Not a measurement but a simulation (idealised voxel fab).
process module | voxel self aligned contacts
cross-section cut | 230 nm wide | cells 5 nm
A cross-section is a grid of square cells, given in bands from the top down. A band is one or more rows of cells.
Each band's line starts with the height of the band's top and of its bottom, in nm. Then come its materials from left to right, each with its width in nm. One material with "throughout" fills the band from edge to edge. "air" is empty space.
Height 0 is the level under which the wafer as received is all one material. The lowest band goes on downwards, as in "0 down".
A width such as "30 to 40" changes by the same amount from each row of cells to the next, from the band's top row to its bottom row.
"no change" after a step means that no cell of the cross-section changed.
closed voids: empty space of 8 cells or more with no open way to the top, each as width x height at its distance from the left edge, in nm
after a step's settings: what the simulator itself notes on the step
overlay nm, on a step with a mask: how far to the right of its planned place the mask lay; to the left if negative
plan
1 op RECEIVE | material Si
2 op CONFORMAL_DEP | material SiO2 | thk nm 5
3 op DIRECTIONAL_DEP | material polySi | thk nm 30
4 op DIRECTIONAL_DEP | material SiN | thk nm 15
5 op DIRECTIONAL_DEP | material aC | thk nm 15
6 op PATTERN | tone cover | mask id GATE | material resist | width nm 25 | pitch nm 55 | thk nm 35 | overlay nm 0
7 op DIRECTIONAL_ETCH | etch materials aC | depth nm 15
8 op STRIP | etch materials resist
9 op DIRECTIONAL_ETCH | etch materials SiN | depth nm 15
10 op DIRECTIONAL_ETCH | etch materials polySi | depth nm 30
11 op STRIP | etch materials aC
12 op CONFORMAL_DEP | material SiN | thk nm 5
13 op DIRECTIONAL_ETCH | etch materials SiN | depth nm 5
14 op FILL_DEP | material SiO2 | thk nm 20
15 op CMP | height nm 60
16 op DIRECTIONAL_DEP | material aC | thk nm 10
17 op PATTERN | tone open | mask id CONTACT | material resist | width nm 40 | thk nm 30 | overlay nm 0
18 op DIRECTIONAL_ETCH | etch materials aC | depth nm 10
19 op STRIP | etch materials resist
20 op DIRECTIONAL_ETCH | etch materials SiO2 | depth nm 60
21 op STRIP | etch materials aC
22 op CONFORMAL_DEP | material TiN | thk nm 5
23 op FILL_DEP | material W | thk nm 10
24 op CMP | height nm 60
25 op CONFORMAL_DEP | material SiN | thk nm 5
as received, after step 1
  0 down: Si throughout
  closed voids: none
a wafer at the end: this start, this plan, one mistake
  65 to 60: SiN throughout
  60 to 50: SiO2 95 | TiN 5 to 15 | W 30 to 10 | TiN 5 to 15 | SiO2 95
  50 to 35: SiO2 70 | SiN 35 | TiN 5 | W 10 | TiN 5 | SiN 35 | SiO2 70
  35 to 10: SiO2 70 | SiN 5 | polySi 25 | SiN 5 | TiN 5 | W 10 | TiN 5 | SiN 5 | polySi 25 | SiN 5 | SiO2 70
  10 to 5: SiO2 70 | SiN 5 | polySi 25 | SiN 5 | TiN 20 | SiN 5 | polySi 25 | SiN 5 | SiO2 70
  5 to 0: polySi throughout
  0 down: Si throughout
  closed voids: none
what went wrong: step 2 ran as: op CONFORMAL_DEP | material polySi | thk nm 5
